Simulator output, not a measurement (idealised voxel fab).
Herein follows the process module entitled voxel gate over fins.
Shown is cross-section cut, with a width of 275 nm and square cells of size 5 nm.
Reading order for cross-sections: top band down to bottom band. Underlying form: a grid of square cells. Band size: one or more rows of cells. Quick guide to a band line: top height, bottom height (nm) up front; then every material left to right with its width in nm. Only one material and it's marked "all across"? Then it fills the band edge to edge. And "blank" just means empty space. A quick word on heights: they are counted from 0, and under that level the wafer as it came to us is one material throughout. The lowest band is different from the rest in having no bottom; it simply continues downward, written as in "0 -> down". A width such as "30->40" changes by the same amount from each row of cells to the next, from the band's top row to its bottom row. "left unchanged" means the step left every cell of the cross-section as it was. The label "Enclosed void inventory" introduces a list of the empty spaces, 8 cells or larger, that have no open way up to the top; each entry in it reads width x height at distance, where the distance is taken from the left edge and all three are stated in nm. That trailing text on a step's line, after the settings, is the simulator's own remark on the step. For masked steps, "overlay nm" on the step line gives how far right of plan the mask actually lay; a minus sign means it lay to the left.
This section lists the process steps that were planned:
1,op RECEIVE | material Si
2,op CONFORMAL_DEP | material SiN | thk nm 10
3,op DIRECTIONAL_DEP | material aC | thk nm 10
4,op PATTERN | tone cover | mask id FINS | material resist | width nm 15 | pitch nm 55 | thk nm 25 | overlay nm 0
5,op DIRECTIONAL_ETCH | etch materials aC | depth nm 10
6,op STRIP | etch materials resist
7,op DIRECTIONAL_ETCH | etch materials SiN | depth nm 10
8,op DIRECTIONAL_ETCH | etch materials Si | depth nm 40
9,op STRIP | etch materials aC
10,op OXIDIZE | depth nm 5
11,op FILL_DEP | material SiO2 | thk nm 5
12,op CMP | height nm 10
13,op PATTERN | tone open | mask id RAIL | material resist | width nm 15 | thk nm 15 | overlay nm 0
14,op DIRECTIONAL_ETCH | etch materials SiO2 | depth nm 45
15,op STRIP | etch materials resist
16,op CONFORMAL_DEP | material TiN | thk nm 5
17,op FILL_DEP | material W | thk nm 10
18,op CMP | height nm 10
19,op SELECTIVE_ETCH | etch materials W Ru TiN | depth nm 30
20,op FILL_DEP | material SiO2 | thk nm 5
21,op CMP | height nm 10
22,op SELECTIVE_ETCH | etch materials SiO2 | depth nm 25
23,op STRIP | etch materials SiN
24,op CONFORMAL_DEP | material HfO2 | thk nm 5
25,op CONFORMAL_DEP | material TiN | thk nm 5
26,op CONFORMAL_DEP | material TiAl | thk nm 5
27,op CONFORMAL_DEP | material TiN | thk nm 5
28,op FILL_DEP | material W | thk nm 10
29,op CMP | height nm 25
30,op CONFORMAL_DEP | material SiN | thk nm 5
The following pertains to the first of two wafers, which was processed as planned:
As received, after step 1:
* 0 -> down | Si all across
* Enclosed void inventory: none
Wafer after step 2 (cross-section):
* 10 -> 0 | SiN all across
* Everything below 0 is unchanged.
Wafer after step 3 (cross-section):
* 20 -> 10 | aC all across
* Everything below 10 is unchanged.
Wafer after step 4 (cross-section):
* 45 -> 20 | blank 75; resist 15; blank 40; resist 15; blank 40; resist 15; blank 75
* Everything below 20 is unchanged.
Wafer after step 5 (cross-section):
* 35 -> 20 | blank 75; resist 15; blank 40; resist 15; blank 40; resist 15; blank 75
* 20 -> 10 | blank 75; aC 15; blank 40; aC 15; blank 40; aC 15; blank 75
* Everything below 10 is unchanged.
Wafer after step 6 (cross-section):
* 20 -> 10 | blank 75; aC 15; blank 40; aC 15; blank 40; aC 15; blank 75
* Everything below 10 is unchanged.
Wafer after step 7 (cross-section):
* 20 -> 10 | blank 75; aC 15; blank 40; aC 15; blank 40; aC 15; blank 75
* 10 -> 0 | blank 75; SiN 15; blank 40; SiN 15; blank 40; SiN 15; blank 75
* Everything below 0 is unchanged.
Wafer after step 8 (cross-section):
* 20 -> 10 | blank 75; aC 15; blank 40; aC 15; blank 40; aC 15; blank 75
* 10 -> 0 | blank 75; SiN 15; blank 40; SiN 15; blank 40; SiN 15; blank 75
* 0 -> -40 | blank 75; Si 15; blank 40; Si 15; blank 40; Si 15; blank 75
* Everything below -40 is unchanged.
Wafer after step 9 (cross-section):
* 10 -> 0 | blank 75; SiN 15; blank 40; SiN 15; blank 40; SiN 15; blank 75
* Everything below 0 is unchanged.
Wafer after step 10 (cross-section):
* 10 -> 0 | blank 75; SiN 15; blank 40; SiN 15; blank 40; SiN 15; blank 75
* 0 -> -40 | blank 75; SiO2 5; Si 5; SiO2 5; blank 40; SiO2 5; Si 5; SiO2 5; blank 40; SiO2 5; Si 5; SiO2 5; blank 75
* -40 -> -45 | SiO2 80; Si 5; SiO2 50; Si 5; SiO2 50; Si 5; SiO2 80
* Everything below -45 is unchanged.
Wafer after step 11 (cross-section):
* 15 -> 10 | SiO2 all across
* 10 -> 0 | SiO2 75; SiN 15; SiO2 40; SiN 15; SiO2 40; SiN 15; SiO2 75
* 0 -> -45 | SiO2 80; Si 5; SiO2 50; Si 5; SiO2 50; Si 5; SiO2 80
* Everything below -45 is unchanged.
Wafer after step 12 (cross-section):
* 10 -> 0 | SiO2 75; SiN 15; SiO2 40; SiN 15; SiO2 40; SiN 15; SiO2 75
* Everything below 0 is unchanged.
Wafer after step 13 (cross-section):
* 25 -> 10 | resist 100; blank 15; resist 160
* Everything below 10 is unchanged.
Wafer after step 14 (cross-section):
* 25 -> 10 | resist 100; blank 15; resist 160
* 10 -> 0 | SiO2 75; SiN 15; SiO2 10; blank 15; SiO2 15; SiN 15; SiO2 40; SiN 15; SiO2 75
* 0 -> -35 | SiO2 80; Si 5; SiO2 15; blank 15; SiO2 20; Si 5; SiO2 50; Si 5; SiO2 80
* Everything below -35 is unchanged.
Wafer after step 15 (cross-section):
* 10 -> 0 | SiO2 75; SiN 15; SiO2 10; blank 15; SiO2 15; SiN 15; SiO2 40; SiN 15; SiO2 75
* Everything below 0 is unchanged.
Wafer after step 16 (cross-section):
* 15 -> 10 | TiN 105; blank 5; TiN 165
* 10 -> 0 | SiO2 75; SiN 15; SiO2 10; TiN 5; blank 5; TiN 5; SiO2 15; SiN 15; SiO2 40; SiN 15; SiO2 75
* 0 -> -30 | SiO2 80; Si 5; SiO2 15; TiN 5; blank 5; TiN 5; SiO2 20; Si 5; SiO2 50; Si 5; SiO2 80
* -30 -> -35 | SiO2 80; Si 5; SiO2 15; TiN 15; SiO2 20; Si 5; SiO2 50; Si 5; SiO2 80
* Everything below -35 is unchanged.
Wafer after step 17 (cross-section):
* 25 -> 15 | W all across
* 15 -> 10 | TiN 105; W 5; TiN 165
* 10 -> 0 | SiO2 75; SiN 15; SiO2 10; TiN 5; W 5; TiN 5; SiO2 15; SiN 15; SiO2 40; SiN 15; SiO2 75
* 0 -> -30 | SiO2 80; Si 5; SiO2 15; TiN 5; W 5; TiN 5; SiO2 20; Si 5; SiO2 50; Si 5; SiO2 80
* Everything below -30 is unchanged.
Wafer after step 18 (cross-section):
* 10 -> 0 | SiO2 75; SiN 15; SiO2 10; TiN 5; W 5; TiN 5; SiO2 15; SiN 15; SiO2 40; SiN 15; SiO2 75
* Everything below 0 is unchanged.
Wafer after step 19 (cross-section):
* 10 -> 0 | SiO2 75; SiN 15; SiO2 10; blank 15; SiO2 15; SiN 15; SiO2 40; SiN 15; SiO2 75
* 0 -> -20 | SiO2 80; Si 5; SiO2 15; blank 15; SiO2 20; Si 5; SiO2 50; Si 5; SiO2 80
* Everything below -20 is unchanged.
Wafer after step 20 (cross-section):
* 15 -> 10 | SiO2 all across
* 10 -> 0 | SiO2 75; SiN 15; SiO2 40; SiN 15; SiO2 40; SiN 15; SiO2 75
* 0 -> -20 | SiO2 80; Si 5; SiO2 50; Si 5; SiO2 50; Si 5; SiO2 80
* Everything below -20 is unchanged.
Wafer after step 21 (cross-section):
* 10 -> 0 | SiO2 75; SiN 15; SiO2 40; SiN 15; SiO2 40; SiN 15; SiO2 75
* Everything below 0 is unchanged.
Wafer after step 22 (cross-section):
* 10 -> 0 | blank 75; SiN 15; blank 40; SiN 15; blank 40; SiN 15; blank 75
* 0 -> -15 | blank 80; Si 5; blank 50; Si 5; blank 50; Si 5; blank 80
* Everything below -15 is unchanged.
Wafer after step 23 (cross-section):
* 0 -> -15 | blank 80; Si 5; blank 50; Si 5; blank 50; Si 5; blank 80
* Everything below -15 is unchanged.
Wafer after step 24 (cross-section):
* 5 -> 0 | blank 75; HfO2 15; blank 40; HfO2 15; blank 40; HfO2 15; blank 75
* 0 -> -10 | blank 75; HfO2 5; Si 5; HfO2 5; blank 40; HfO2 5; Si 5; HfO2 5; blank 40; HfO2 5; Si 5; HfO2 5; blank 75
* -10 -> -15 | HfO2 80; Si 5; HfO2 50; Si 5; HfO2 50; Si 5; HfO2 80
* Everything below -15 is unchanged.
Wafer after step 25 (cross-section):
* 10 -> 5 | blank 70; TiN 25; blank 30; TiN 25; blank 30; TiN 25; blank 70
* 5 -> 0 | blank 70; TiN 5; HfO2 15; TiN 5; blank 30; TiN 5; HfO2 15; TiN 5; blank 30; TiN 5; HfO2 15; TiN 5; blank 70
* 0 -> -5 | blank 70; TiN 5; HfO2 5; Si 5; HfO2 5; TiN 5; blank 30; TiN 5; HfO2 5; Si 5; HfO2 5; TiN 5; blank 30; TiN 5; HfO2 5; Si 5; HfO2 5; TiN 5; blank 70
* -5 -> -10 | TiN 75; HfO2 5; Si 5; HfO2 5; TiN 40; HfO2 5; Si 5; HfO2 5; TiN 40; HfO2 5; Si 5; HfO2 5; TiN 75
* Everything below -10 is unchanged.
Wafer after step 26 (cross-section):
* 15 -> 10 | blank 65; TiAl 35; blank 20; TiAl 35; blank 20; TiAl 35; blank 65
* 10 -> 5 | blank 65; TiAl 5; TiN 25; TiAl 5; blank 20; TiAl 5; TiN 25; TiAl 5; blank 20; TiAl 5; TiN 25; TiAl 5; blank 65
* 5 -> 0 | blank 65; TiAl 5; TiN 5; HfO2 15; TiN 5; TiAl 5; blank 20; TiAl 5; TiN 5; HfO2 15; TiN 5; TiAl 5; blank 20; TiAl 5; TiN 5; HfO2 15; TiN 5; TiAl 5; blank 65
* 0 -> -5 | TiAl 70; TiN 5; HfO2 5; Si 5; HfO2 5; TiN 5; TiAl 30; TiN 5; HfO2 5; Si 5; HfO2 5; TiN 5; TiAl 30; TiN 5; HfO2 5; Si 5; HfO2 5; TiN 5; TiAl 70
* Everything below -5 is unchanged.
Wafer after step 27 (cross-section):
* 20 -> 15 | blank 60; TiN 45; blank 10; TiN 45; blank 10; TiN 45; blank 60
* 15 -> 10 | blank 60; TiN 5; TiAl 35; TiN 5; blank 10; TiN 5; TiAl 35; TiN 5; blank 10; TiN 5; TiAl 35; TiN 5; blank 60
* 10 -> 5 | blank 60; TiN 5; TiAl 5; TiN 25; TiAl 5; TiN 5; blank 10; TiN 5; TiAl 5; TiN 25; TiAl 5; TiN 5; blank 10; TiN 5; TiAl 5; TiN 25; TiAl 5; TiN 5; blank 60
* 5 -> 0 | TiN 65; TiAl 5; TiN 5; HfO2 15; TiN 5; TiAl 5; TiN 20; TiAl 5; TiN 5; HfO2 15; TiN 5; TiAl 5; TiN 20; TiAl 5; TiN 5; HfO2 15; TiN 5; TiAl 5; TiN 65
* Everything below 0 is unchanged.
Wafer after step 28 (cross-section):
* 30 -> 20 | W all across
* 20 -> 15 | W 60; TiN 45; W 10; TiN 45; W 10; TiN 45; W 60
* 15 -> 10 | W 60; TiN 5; TiAl 35; TiN 5; W 10; TiN 5; TiAl 35; TiN 5; W 10; TiN 5; TiAl 35; TiN 5; W 60
* 10 -> 5 | W 60; TiN 5; TiAl 5; TiN 25; TiAl 5; TiN 5; W 10; TiN 5; TiAl 5; TiN 25; TiAl 5; TiN 5; W 10; TiN 5; TiAl 5; TiN 25; TiAl 5; TiN 5; W 60
* Everything below 5 is unchanged.
Wafer after step 29 (cross-section):
* 25 -> 20 | W all across
* Everything below 20 is unchanged.
Wafer after step 30 (cross-section):
* 30 -> 25 | SiN all across
* Everything below 25 is unchanged.
Second Wafer (Identical Start and Plan, One Processing Error; Matches First Wafer Through Step 13):
Look at the second wafer in cross-section at the time step 14 ought to have finished:
* 25 -> 10 | resist 100; blank 15; resist 160
* 10 -> 0 | SiO2 75; SiN 15; SiO2 10; blank 15; SiO2 15; SiN 15; SiO2 40; SiN 15; SiO2 75
* 0 -> -25 | SiO2 80; Si 5; SiO2 15; blank 15; SiO2 20; Si 5; SiO2 50; Si 5; SiO2 80
* Everything below -25 is unchanged.
Look at the second wafer in cross-section at the time step 15 ought to have finished:
* 10 -> 0 | SiO2 75; SiN 15; SiO2 10; blank 15; SiO2 15; SiN 15; SiO2 40; SiN 15; SiO2 75
* Everything below 0 is unchanged.
Look at the second wafer in cross-section at the time step 16 ought to have finished:
* 15 -> 10 | TiN 105; blank 5; TiN 165
* 10 -> 0 | SiO2 75; SiN 15; SiO2 10; TiN 5; blank 5; TiN 5; SiO2 15; SiN 15; SiO2 40; SiN 15; SiO2 75
* 0 -> -20 | SiO2 80; Si 5; SiO2 15; TiN 5; blank 5; TiN 5; SiO2 20; Si 5; SiO2 50; Si 5; SiO2 80
* -20 -> -25 | SiO2 80; Si 5; SiO2 15; TiN 15; SiO2 20; Si 5; SiO2 50; Si 5; SiO2 80
* Everything below -25 is unchanged.
Look at the second wafer in cross-section at the time step 17 ought to have finished:
* 25 -> 15 | W all across
* 15 -> 10 | TiN 105; W 5; TiN 165
* 10 -> 0 | SiO2 75; SiN 15; SiO2 10; TiN 5; W 5; TiN 5; SiO2 15; SiN 15; SiO2 40; SiN 15; SiO2 75
* 0 -> -20 | SiO2 80; Si 5; SiO2 15; TiN 5; W 5; TiN 5; SiO2 20; Si 5; SiO2 50; Si 5; SiO2 80
* Everything below -20 is unchanged.
Look at the second wafer in cross-section at the time step 18 ought to have finished:
* 10 -> 0 | SiO2 75; SiN 15; SiO2 10; TiN 5; W 5; TiN 5; SiO2 15; SiN 15; SiO2 40; SiN 15; SiO2 75
* Everything below 0 is unchanged.
Look at the second wafer in cross-section at the time step 19 ought to have finished:
* 10 -> 0 | SiO2 75; SiN 15; SiO2 10; blank 15; SiO2 15; SiN 15; SiO2 40; SiN 15; SiO2 75
* 0 -> -20 | SiO2 80; Si 5; SiO2 15; blank 15; SiO2 20; Si 5; SiO2 50; Si 5; SiO2 80
* Everything below -20 is unchanged.
Look at the second wafer in cross-section at the time step 20 ought to have finished:
* 15 -> 10 | SiO2 all across
* 10 -> 0 | SiO2 75; SiN 15; SiO2 40; SiN 15; SiO2 40; SiN 15; SiO2 75
* 0 -> -20 | SiO2 80; Si 5; SiO2 50; Si 5; SiO2 50; Si 5; SiO2 80
* Everything below -20 is unchanged.
Look at the second wafer in cross-section at the time step 21 ought to have finished:
* 10 -> 0 | SiO2 75; SiN 15; SiO2 40; SiN 15; SiO2 40; SiN 15; SiO2 75
* Everything below 0 is unchanged.
Look at the second wafer in cross-section at the time step 22 ought to have finished:
* 10 -> 0 | blank 75; SiN 15; blank 40; SiN 15; blank 40; SiN 15; blank 75
* 0 -> -15 | blank 80; Si 5; blank 50; Si 5; blank 50; Si 5; blank 80
* Everything below -15 is unchanged.
Look at the second wafer in cross-section at the time step 23 ought to have finished:
* 0 -> -15 | blank 80; Si 5; blank 50; Si 5; blank 50; Si 5; blank 80
* Everything below -15 is unchanged.
Look at the second wafer in cross-section at the time step 24 ought to have finished:
* 5 -> 0 | blank 75; HfO2 15; blank 40; HfO2 15; blank 40; HfO2 15; blank 75
* 0 -> -10 | blank 75; HfO2 5; Si 5; HfO2 5; blank 40; HfO2 5; Si 5; HfO2 5; blank 40; HfO2 5; Si 5; HfO2 5; blank 75
* -10 -> -15 | HfO2 80; Si 5; HfO2 50; Si 5; HfO2 50; Si 5; HfO2 80
* Everything below -15 is unchanged.
Look at the second wafer in cross-section at the time step 25 ought to have finished:
* 10 -> 5 | blank 70; TiN 25; blank 30; TiN 25; blank 30; TiN 25; blank 70
* 5 -> 0 | blank 70; TiN 5; HfO2 15; TiN 5; blank 30; TiN 5; HfO2 15; TiN 5; blank 30; TiN 5; HfO2 15; TiN 5; blank 70
* 0 -> -5 | blank 70; TiN 5; HfO2 5; Si 5; HfO2 5; TiN 5; blank 30; TiN 5; HfO2 5; Si 5; HfO2 5; TiN 5; blank 30; TiN 5; HfO2 5; Si 5; HfO2 5; TiN 5; blank 70
* -5 -> -10 | TiN 75; HfO2 5; Si 5; HfO2 5; TiN 40; HfO2 5; Si 5; HfO2 5; TiN 40; HfO2 5; Si 5; HfO2 5; TiN 75
* Everything below -10 is unchanged.
Look at the second wafer in cross-section at the time step 26 ought to have finished:
* 15 -> 10 | blank 65; TiAl 35; blank 20; TiAl 35; blank 20; TiAl 35; blank 65
* 10 -> 5 | blank 65; TiAl 5; TiN 25; TiAl 5; blank 20; TiAl 5; TiN 25; TiAl 5; blank 20; TiAl 5; TiN 25; TiAl 5; blank 65
* 5 -> 0 | blank 65; TiAl 5; TiN 5; HfO2 15; TiN 5; TiAl 5; blank 20; TiAl 5; TiN 5; HfO2 15; TiN 5; TiAl 5; blank 20; TiAl 5; TiN 5; HfO2 15; TiN 5; TiAl 5; blank 65
* 0 -> -5 | TiAl 70; TiN 5; HfO2 5; Si 5; HfO2 5; TiN 5; TiAl 30; TiN 5; HfO2 5; Si 5; HfO2 5; TiN 5; TiAl 30; TiN 5; HfO2 5; Si 5; HfO2 5; TiN 5; TiAl 70
* Everything below -5 is unchanged.
Look at the second wafer in cross-section at the time step 27 ought to have finished:
* 20 -> 15 | blank 60; TiN 45; blank 10; TiN 45; blank 10; TiN 45; blank 60
* 15 -> 10 | blank 60; TiN 5; TiAl 35; TiN 5; blank 10; TiN 5; TiAl 35; TiN 5; blank 10; TiN 5; TiAl 35; TiN 5; blank 60
* 10 -> 5 | blank 60; TiN 5; TiAl 5; TiN 25; TiAl 5; TiN 5; blank 10; TiN 5; TiAl 5; TiN 25; TiAl 5; TiN 5; blank 10; TiN 5; TiAl 5; TiN 25; TiAl 5; TiN 5; blank 60
* 5 -> 0 | TiN 65; TiAl 5; TiN 5; HfO2 15; TiN 5; TiAl 5; TiN 20; TiAl 5; TiN 5; HfO2 15; TiN 5; TiAl 5; TiN 20; TiAl 5; TiN 5; HfO2 15; TiN 5; TiAl 5; TiN 65
* Everything below 0 is unchanged.
Look at the second wafer in cross-section at the time step 28 ought to have finished:
* 30 -> 20 | W all across
* 20 -> 15 | W 60; TiN 45; W 10; TiN 45; W 10; TiN 45; W 60
* 15 -> 10 | W 60; TiN 5; TiAl 35; TiN 5; W 10; TiN 5; TiAl 35; TiN 5; W 10; TiN 5; TiAl 35; TiN 5; W 60
* 10 -> 5 | W 60; TiN 5; TiAl 5; TiN 25; TiAl 5; TiN 5; W 10; TiN 5; TiAl 5; TiN 25; TiAl 5; TiN 5; W 10; TiN 5; TiAl 5; TiN 25; TiAl 5; TiN 5; W 60
* Everything below 5 is unchanged.
Look at the second wafer in cross-section at the time step 29 ought to have finished:
* 25 -> 20 | W all across
* Everything below 20 is unchanged.
Look at the second wafer in cross-section at the time step 30 ought to have finished:
* 30 -> 25 | SiN all across
* Everything below 25 is unchanged.
Want to know what went wrong? step 14 off recipe, ran as op DIRECTIONAL_ETCH | etch materials SiO2 | depth nm 35
Looking at both finished wafers in cells, the second ends up ahead of or behind the first on some materials: SiO2: 6 more, TiN: 4 fewer, W: 2 fewer
